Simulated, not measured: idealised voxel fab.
Name of the process module below: voxel capacitor over wiring
The cross-section on display is named cut; it measures 225 nm wide, and its cells are 5 nm squares.
When this document writes out a cross-section, it uses a grid of square cells and lists it as bands, beginning at the top and moving down, with a band standing for one or more rows of cells.
Top, bottom (nm), then materials left to right with widths (nm); lone material tagged "everywhere" fills the whole band edge to edge; "air" = empty space.
Height reference: 0 = level under which incoming wafer is all one material. Lowest band: no bottom, runs on downward, e.g. "0 nm and below".
A two-number width, for instance "30 to 40", indicates that the width is equal to the first number in the top row of the band and to the second number in the bottom row, and that it changes by a constant amount per row of cells.
Reading "no alteration" for a step: not a cell of the cross-section changed in it.
Reported under the label "Closed internal voids" are the empty spaces having no open way to the top and comprising 8 cells or more; the notation for each is width x height at distance, in which the distance is measured from the left edge and all three values are in nm.
The remark found on a step's line after its settings is issued by the simulator itself and pertains to that step.
Regarding "overlay nm": on a step with a mask, it is the distance the mask lay to the right of its planned place; a negative value places it to the left.
The planned process steps are enumerated hereunder
1) RECEIVE (material Si)
2) CONFORMAL_DEP (material SiO2; thk nm 15)
3) CONFORMAL_DEP (material SiCN; thk nm 5)
4) DIRECTIONAL_DEP (material SiO2; thk nm 20)
5) MASKED_ETCH (tone open; mask id METAL_1; width nm 30; pitch nm 90; etch materials SiO2; depth nm 20; overlay nm 0)
6) MASKED_ETCH (tone open; mask id METAL_1; width nm 30; pitch nm 90; etch materials SiCN; depth nm 5; overlay nm 0)
7) CONFORMAL_DEP (material TiN; thk nm 5)
8) FILL_DEP (material Cu; thk nm 10)
9) CMP (height nm 40)
10) CONFORMAL_DEP (material SiCN; thk nm 5)
11) DIRECTIONAL_DEP (material lowk; thk nm 15)
12) DIRECTIONAL_DEP (material aC; thk nm 10)
13) PATTERN (tone open; mask id PLUG_1; material resist; width nm 15; thk nm 30; overlay nm 0)
14) DIRECTIONAL_ETCH (etch materials aC; depth nm 10)
15) STRIP (etch materials resist)
16) DIRECTIONAL_ETCH (etch materials lowk; depth nm 15)
17) DIRECTIONAL_ETCH (etch materials SiCN; depth nm 5)
18) STRIP (etch materials aC)
19) CONFORMAL_DEP (material TiN; thk nm 5)
20) FILL_DEP (material Ru; thk nm 5)
21) CMP (height nm 60)
22) DIRECTIONAL_DEP (material TiN; thk nm 5)
23) DIRECTIONAL_DEP (material SiN; thk nm 5)
24) DIRECTIONAL_DEP (material TiN; thk nm 5)
25) DIRECTIONAL_DEP (material aC; thk nm 10)
26) PATTERN (tone cover; mask id UPPER_PLATE; material resist; width nm 65; thk nm 25; overlay nm 0)
27) DIRECTIONAL_ETCH (etch materials aC; depth nm 10)
28) STRIP (etch materials resist)
29) DIRECTIONAL_ETCH (etch materials TiN; depth nm 5)
30) DIRECTIONAL_ETCH (etch materials SiN; depth nm 5)
31) STRIP (etch materials aC)
32) MASKED_ETCH (tone cover; mask id LOWER_PLATE; width nm 75; etch materials TiN; depth nm 5; overlay nm 0)
33) FILL_DEP (material SiO2; thk nm 20)
34) CMP (height nm 90)
35) PATTERN (tone open; mask id PLUG_2; material resist; width nm 15; thk nm 20; overlay nm 0)
36) DIRECTIONAL_ETCH (etch materials SiO2; depth nm 15)
37) STRIP (etch materials resist)
38) CONFORMAL_DEP (material TiN; thk nm 5)
39) FILL_DEP (material Ru; thk nm 5)
40) CMP (height nm 90)
41) CONFORMAL_DEP (material SiCN; thk nm 5)
First wafer out of two, processed as planned
Incoming wafer in cross-section (state: after step 1)
> 0 nm and below | Si everywhere
> Closed internal voids: none
Wafer xsec, post step 2
> 15 nm to 0 nm | SiO2 everywhere
> All layers under 0 are left as they were.
Wafer xsec, post step 3
> 20 nm to 15 nm | SiCN everywhere
> All layers under 15 are left as they were.
Wafer xsec, post step 4
> 40 nm to 20 nm | SiO2 everywhere
> All layers under 20 are left as they were.
Wafer xsec, post step 5
> 40 nm to 20 nm | SiO2 50 nm | air 30 nm | SiO2 60 nm | air 30 nm | SiO2 55 nm
> All layers under 20 are left as they were.
Wafer xsec, post step 6
> 40 nm to 20 nm | SiO2 50 nm | air 30 nm | SiO2 60 nm | air 30 nm | SiO2 55 nm
> 20 nm to 15 nm | SiCN 50 nm | air 30 nm | SiCN 60 nm | air 30 nm | SiCN 55 nm
> All layers under 15 are left as they were.
Wafer xsec, post step 7
> 45 nm to 40 nm | TiN 55 nm | air 20 nm | TiN 70 nm | air 20 nm | TiN 60 nm
> 40 nm to 20 nm | SiO2 50 nm | TiN 5 nm | air 20 nm | TiN 5 nm | SiO2 60 nm | TiN 5 nm | air 20 nm | TiN 5 nm | SiO2 55 nm
> 20 nm to 15 nm | SiCN 50 nm | TiN 30 nm | SiCN 60 nm | TiN 30 nm | SiCN 55 nm
> All layers under 15 are left as they were.
Wafer xsec, post step 8
> 55 nm to 45 nm | Cu everywhere
> 45 nm to 40 nm | TiN 55 nm | Cu 20 nm | TiN 70 nm | Cu 20 nm | TiN 60 nm
> 40 nm to 20 nm | SiO2 50 nm | TiN 5 nm | Cu 20 nm | TiN 5 nm | SiO2 60 nm | TiN 5 nm | Cu 20 nm | TiN 5 nm | SiO2 55 nm
> All layers under 20 are left as they were.
Wafer xsec, post step 9
> 40 nm to 20 nm | SiO2 50 nm | TiN 5 nm | Cu 20 nm | TiN 5 nm | SiO2 60 nm | TiN 5 nm | Cu 20 nm | TiN 5 nm | SiO2 55 nm
> All layers under 20 are left as they were.
Wafer xsec, post step 10
> 45 nm to 40 nm | SiCN everywhere
> All layers under 40 are left as they were.
Wafer xsec, post step 11
> 60 nm to 45 nm | lowk everywhere
> All layers under 45 are left as they were.
Wafer xsec, post step 12
> 70 nm to 60 nm | aC everywhere
> All layers under 60 are left as they were.
Wafer xsec, post step 13
> 100 nm to 70 nm | resist 65 nm | air 15 nm | resist 145 nm
> All layers under 70 are left as they were.
Wafer xsec, post step 14
> 90 nm to 70 nm | resist 65 nm | air 15 nm | resist 145 nm
> 70 nm to 60 nm | aC 65 nm | air 15 nm | aC 145 nm
> All layers under 60 are left as they were.
Wafer xsec, post step 15
> 70 nm to 60 nm | aC 65 nm | air 15 nm | aC 145 nm
> All layers under 60 are left as they were.
Wafer xsec, post step 16
> 70 nm to 60 nm | aC 65 nm | air 15 nm | aC 145 nm
> 60 nm to 45 nm | lowk 65 nm | air 15 nm | lowk 145 nm
> All layers under 45 are left as they were.
Wafer xsec, post step 17
> 70 nm to 60 nm | aC 65 nm | air 15 nm | aC 145 nm
> 60 nm to 45 nm | lowk 65 nm | air 15 nm | lowk 145 nm
> 45 nm to 40 nm | SiCN 65 nm | air 15 nm | SiCN 145 nm
> All layers under 40 are left as they were.
Wafer xsec, post step 18
> 60 nm to 45 nm | lowk 65 nm | air 15 nm | lowk 145 nm
> All layers under 45 are left as they were.
Wafer xsec, post step 19
> 65 nm to 60 nm | TiN 70 nm | air 5 nm | TiN 150 nm
> 60 nm to 45 nm | lowk 65 nm | TiN 5 nm | air 5 nm | TiN 5 nm | lowk 145 nm
> 45 nm to 40 nm | SiCN 65 nm | TiN 15 nm | SiCN 145 nm
> All layers under 40 are left as they were.
Wafer xsec, post step 20
> 70 nm to 65 nm | Ru everywhere
> 65 nm to 60 nm | TiN 70 nm | Ru 5 nm | TiN 150 nm
> 60 nm to 45 nm | lowk 65 nm | TiN 5 nm | Ru 5 nm | TiN 5 nm | lowk 145 nm
> All layers under 45 are left as they were.
Wafer xsec, post step 21
> 60 nm to 45 nm | lowk 65 nm | TiN 5 nm | Ru 5 nm | TiN 5 nm | lowk 145 nm
> All layers under 45 are left as they were.
Wafer xsec, post step 22
> 65 nm to 60 nm | TiN everywhere
> All layers under 60 are left as they were.
Wafer xsec, post step 23
> 70 nm to 65 nm | SiN everywhere
> All layers under 65 are left as they were.
Wafer xsec, post step 24
> 75 nm to 70 nm | TiN everywhere
> All layers under 70 are left as they were.
Wafer xsec, post step 25
> 85 nm to 75 nm | aC everywhere
> All layers under 75 are left as they were.
Wafer xsec, post step 26
> 110 nm to 85 nm | air 65 nm | resist 65 nm | air 95 nm
> All layers under 85 are left as they were.
Wafer xsec, post step 27
> 100 nm to 85 nm | air 65 nm | resist 65 nm | air 95 nm
> 85 nm to 75 nm | air 65 nm | aC 65 nm | air 95 nm
> All layers under 75 are left as they were.
Wafer xsec, post step 28
> 85 nm to 75 nm | air 65 nm | aC 65 nm | air 95 nm
> All layers under 75 are left as they were.
Wafer xsec, post step 29
> 85 nm to 75 nm | air 65 nm | aC 65 nm | air 95 nm
> 75 nm to 70 nm | air 65 nm | TiN 65 nm | air 95 nm
> All layers under 70 are left as they were.
Wafer xsec, post step 30
> 85 nm to 75 nm | air 65 nm | aC 65 nm | air 95 nm
> 75 nm to 70 nm | air 65 nm | TiN 65 nm | air 95 nm
> 70 nm to 65 nm | air 65 nm | SiN 65 nm | air 95 nm
> All layers under 65 are left as they were.
Wafer xsec, post step 31
> 75 nm to 70 nm | air 65 nm | TiN 65 nm | air 95 nm
> All layers under 70 are left as they were.
Wafer xsec, post step 32
> 75 nm to 70 nm | air 65 nm | TiN 65 nm | air 95 nm
> 70 nm to 65 nm | air 65 nm | SiN 65 nm | air 95 nm
> 65 nm to 60 nm | air 60 nm | TiN 75 nm | air 90 nm
> All layers under 60 are left as they were.
Wafer xsec, post step 33
> 95 nm to 75 nm | SiO2 everywhere
> 75 nm to 70 nm | SiO2 65 nm | TiN 65 nm | SiO2 95 nm
> 70 nm to 65 nm | SiO2 65 nm | SiN 65 nm | SiO2 95 nm
> 65 nm to 60 nm | SiO2 60 nm | TiN 75 nm | SiO2 90 nm
> All layers under 60 are left as they were.
Wafer xsec, post step 34
> 90 nm to 75 nm | SiO2 everywhere
> All layers under 75 are left as they were.
Wafer xsec, post step 35
> 110 nm to 90 nm | resist 75 nm | air 15 nm | resist 135 nm
> All layers under 90 are left as they were.
Wafer xsec, post step 36
> 110 nm to 90 nm | resist 75 nm | air 15 nm | resist 135 nm
> 90 nm to 75 nm | SiO2 75 nm | air 15 nm | SiO2 135 nm
> All layers under 75 are left as they were.
Wafer xsec, post step 37
> 90 nm to 75 nm | SiO2 75 nm | air 15 nm | SiO2 135 nm
> All layers under 75 are left as they were.
Wafer xsec, post step 38
> 95 nm to 90 nm | TiN 80 nm | air 5 nm | TiN 140 nm
> 90 nm to 80 nm | SiO2 75 nm | TiN 5 nm | air 5 nm | TiN 5 nm | SiO2 135 nm
> 80 nm to 70 nm | SiO2 75 to 65 nm | TiN 15 to 65 nm | SiO2 135 to 95 nm
> All layers under 70 are left as they were.
Wafer xsec, post step 39
> 100 nm to 95 nm | Ru everywhere
> 95 nm to 90 nm | TiN 80 nm | Ru 5 nm | TiN 140 nm
> 90 nm to 80 nm | SiO2 75 nm | TiN 5 nm | Ru 5 nm | TiN 5 nm | SiO2 135 nm
> All layers under 80 are left as they were.
Wafer xsec, post step 40
> 90 nm to 80 nm | SiO2 75 nm | TiN 5 nm | Ru 5 nm | TiN 5 nm | SiO2 135 nm
> All layers under 80 are left as they were.
Wafer xsec, post step 41
> 95 nm to 90 nm | SiCN everywhere
> All layers under 90 are left as they were.
Second wafer - shared start and plan with the first - one error in running - same as the first up to step 5 inclusive
Cross-section, second wafer, at the end time the plan gives for step 6
> 40 nm to 20 nm | SiO2 50 nm | air 30 nm | SiO2 60 nm | air 30 nm | SiO2 55 nm
> 20 nm to 15 nm | SiCN 55 nm | air 20 nm | SiCN 70 nm | air 20 nm | SiCN 60 nm
> All layers under 15 are left as they were.
Cross-section, second wafer, at the end time the plan gives for step 7
> 45 nm to 40 nm | TiN 55 nm | air 20 nm | TiN 70 nm | air 20 nm | TiN 60 nm
> 40 nm to 25 nm | SiO2 50 nm | TiN 5 nm | air 20 nm | TiN 5 nm | SiO2 60 nm | TiN 5 nm | air 20 nm | TiN 5 nm | SiO2 55 nm
> 25 nm to 20 nm | SiO2 50 nm | TiN 10 nm | air 10 nm | TiN 10 nm | SiO2 60 nm | TiN 10 nm | air 10 nm | TiN 10 nm | SiO2 55 nm
> 20 nm to 15 nm | SiCN 55 nm | TiN 20 nm | SiCN 70 nm | TiN 20 nm | SiCN 60 nm
> All layers under 15 are left as they were.
Cross-section, second wafer, at the end time the plan gives for step 8
> 55 nm to 45 nm | Cu everywhere
> 45 nm to 40 nm | TiN 55 nm | Cu 20 nm | TiN 70 nm | Cu 20 nm | TiN 60 nm
> 40 nm to 25 nm | SiO2 50 nm | TiN 5 nm | Cu 20 nm | TiN 5 nm | SiO2 60 nm | TiN 5 nm | Cu 20 nm | TiN 5 nm | SiO2 55 nm
> 25 nm to 20 nm | SiO2 50 nm | TiN 10 nm | Cu 10 nm | TiN 10 nm | SiO2 60 nm | TiN 10 nm | Cu 10 nm | TiN 10 nm | SiO2 55 nm
> All layers under 20 are left as they were.
Cross-section, second wafer, at the end time the plan gives for step 9
> 40 nm to 25 nm | SiO2 50 nm | TiN 5 nm | Cu 20 nm | TiN 5 nm | SiO2 60 nm | TiN 5 nm | Cu 20 nm | TiN 5 nm | SiO2 55 nm
> All layers under 25 are left as they were.
Cross-section, second wafer, at the end time the plan gives for step 10
> 45 nm to 40 nm | SiCN everywhere
> All layers under 40 are left as they were.
Cross-section, second wafer, at the end time the plan gives for step 11
> 60 nm to 45 nm | lowk everywhere
> All layers under 45 are left as they were.
Cross-section, second wafer, at the end time the plan gives for step 12
> 70 nm to 60 nm | aC everywhere
> All layers under 60 are left as they were.
Cross-section, second wafer, at the end time the plan gives for step 13
> 100 nm to 70 nm | resist 65 nm | air 15 nm | resist 145 nm
> All layers under 70 are left as they were.
Cross-section, second wafer, at the end time the plan gives for step 14
> 90 nm to 70 nm | resist 65 nm | air 15 nm | resist 145 nm
> 70 nm to 60 nm | aC 65 nm | air 15 nm | aC 145 nm
> All layers under 60 are left as they were.
Cross-section, second wafer, at the end time the plan gives for step 15
> 70 nm to 60 nm | aC 65 nm | air 15 nm | aC 145 nm
> All layers under 60 are left as they were.
Cross-section, second wafer, at the end time the plan gives for step 16
> 70 nm to 60 nm | aC 65 nm | air 15 nm | aC 145 nm
> 60 nm to 45 nm | lowk 65 nm | air 15 nm | lowk 145 nm
> All layers under 45 are left as they were.
Cross-section, second wafer, at the end time the plan gives for step 17
> 70 nm to 60 nm | aC 65 nm | air 15 nm | aC 145 nm
> 60 nm to 45 nm | lowk 65 nm | air 15 nm | lowk 145 nm
> 45 nm to 40 nm | SiCN 65 nm | air 15 nm | SiCN 145 nm
> All layers under 40 are left as they were.
Cross-section, second wafer, at the end time the plan gives for step 18
> 60 nm to 45 nm | lowk 65 nm | air 15 nm | lowk 145 nm
> All layers under 45 are left as they were.
Cross-section, second wafer, at the end time the plan gives for step 19
> 65 nm to 60 nm | TiN 70 nm | air 5 nm | TiN 150 nm
> 60 nm to 45 nm | lowk 65 nm | TiN 5 nm | air 5 nm | TiN 5 nm | lowk 145 nm
> 45 nm to 40 nm | SiCN 65 nm | TiN 15 nm | SiCN 145 nm
> All layers under 40 are left as they were.
Cross-section, second wafer, at the end time the plan gives for step 20
> 70 nm to 65 nm | Ru everywhere
> 65 nm to 60 nm | TiN 70 nm | Ru 5 nm | TiN 150 nm
> 60 nm to 45 nm | lowk 65 nm | TiN 5 nm | Ru 5 nm | TiN 5 nm | lowk 145 nm
> All layers under 45 are left as they were.
Cross-section, second wafer, at the end time the plan gives for step 21
> 60 nm to 45 nm | lowk 65 nm | TiN 5 nm | Ru 5 nm | TiN 5 nm | lowk 145 nm
> All layers under 45 are left as they were.
Cross-section, second wafer, at the end time the plan gives for step 22
> 65 nm to 60 nm | TiN everywhere
> All layers under 60 are left as they were.
Cross-section, second wafer, at the end time the plan gives for step 23
> 70 nm to 65 nm | SiN everywhere
> All layers under 65 are left as they were.
Cross-section, second wafer, at the end time the plan gives for step 24
> 75 nm to 70 nm | TiN everywhere
> All layers under 70 are left as they were.
Cross-section, second wafer, at the end time the plan gives for step 25
> 85 nm to 75 nm | aC everywhere
> All layers under 75 are left as they were.
Cross-section, second wafer, at the end time the plan gives for step 26
> 110 nm to 85 nm | air 65 nm | resist 65 nm | air 95 nm
> All layers under 85 are left as they were.
Cross-section, second wafer, at the end time the plan gives for step 27
> 100 nm to 85 nm | air 65 nm | resist 65 nm | air 95 nm
> 85 nm to 75 nm | air 65 nm | aC 65 nm | air 95 nm
> All layers under 75 are left as they were.
Cross-section, second wafer, at the end time the plan gives for step 28
> 85 nm to 75 nm | air 65 nm | aC 65 nm | air 95 nm
> All layers under 75 are left as they were.
Cross-section, second wafer, at the end time the plan gives for step 29
> 85 nm to 75 nm | air 65 nm | aC 65 nm | air 95 nm
> 75 nm to 70 nm | air 65 nm | TiN 65 nm | air 95 nm
> All layers under 70 are left as they were.
Cross-section, second wafer, at the end time the plan gives for step 30
> 85 nm to 75 nm | air 65 nm | aC 65 nm | air 95 nm
> 75 nm to 70 nm | air 65 nm | TiN 65 nm | air 95 nm
> 70 nm to 65 nm | air 65 nm | SiN 65 nm | air 95 nm
> All layers under 65 are left as they were.
Cross-section, second wafer, at the end time the plan gives for step 31
> 75 nm to 70 nm | air 65 nm | TiN 65 nm | air 95 nm
> All layers under 70 are left as they were.
Cross-section, second wafer, at the end time the plan gives for step 32
> 75 nm to 70 nm | air 65 nm | TiN 65 nm | air 95 nm
> 70 nm to 65 nm | air 65 nm | SiN 65 nm | air 95 nm
> 65 nm to 60 nm | air 60 nm | TiN 75 nm | air 90 nm
> All layers under 60 are left as they were.
Cross-section, second wafer, at the end time the plan gives for step 33
> 95 nm to 75 nm | SiO2 everywhere
> 75 nm to 70 nm | SiO2 65 nm | TiN 65 nm | SiO2 95 nm
> 70 nm to 65 nm | SiO2 65 nm | SiN 65 nm | SiO2 95 nm
> 65 nm to 60 nm | SiO2 60 nm | TiN 75 nm | SiO2 90 nm
> All layers under 60 are left as they were.
Cross-section, second wafer, at the end time the plan gives for step 34
> 90 nm to 75 nm | SiO2 everywhere
> All layers under 75 are left as they were.
Cross-section, second wafer, at the end time the plan gives for step 35
> 110 nm to 90 nm | resist 75 nm | air 15 nm | resist 135 nm
> All layers under 90 are left as they were.
Cross-section, second wafer, at the end time the plan gives for step 36
> 110 nm to 90 nm | resist 75 nm | air 15 nm | resist 135 nm
> 90 nm to 75 nm | SiO2 75 nm | air 15 nm | SiO2 135 nm
> All layers under 75 are left as they were.
Cross-section, second wafer, at the end time the plan gives for step 37
> 90 nm to 75 nm | SiO2 75 nm | air 15 nm | SiO2 135 nm
> All layers under 75 are left as they were.
Cross-section, second wafer, at the end time the plan gives for step 38
> 95 nm to 90 nm | TiN 80 nm | air 5 nm | TiN 140 nm
> 90 nm to 80 nm | SiO2 75 nm | TiN 5 nm | air 5 nm | TiN 5 nm | SiO2 135 nm
> 80 nm to 70 nm | SiO2 75 to 65 nm | TiN 15 to 65 nm | SiO2 135 to 95 nm
> All layers under 70 are left as they were.
Cross-section, second wafer, at the end time the plan gives for step 39
> 100 nm to 95 nm | Ru everywhere
> 95 nm to 90 nm | TiN 80 nm | Ru 5 nm | TiN 140 nm
> 90 nm to 80 nm | SiO2 75 nm | TiN 5 nm | Ru 5 nm | TiN 5 nm | SiO2 135 nm
> All layers under 80 are left as they were.
Cross-section, second wafer, at the end time the plan gives for step 40
> 90 nm to 80 nm | SiO2 75 nm | TiN 5 nm | Ru 5 nm | TiN 5 nm | SiO2 135 nm
> All layers under 80 are left as they were.
Cross-section, second wafer, at the end time the plan gives for step 41
> 95 nm to 90 nm | SiCN everywhere
> All layers under 90 are left as they were.
What was done differently from what was planned? step 6 off recipe, ran as MASKED_ETCH (tone open; mask id METAL_1; width nm 20; pitch nm 90; etch materials SiCN; depth nm 5; overlay nm 0)
End check, counted in cells, second wafer has more or fewer of these materials than the first: Cu -4 | SiCN +4
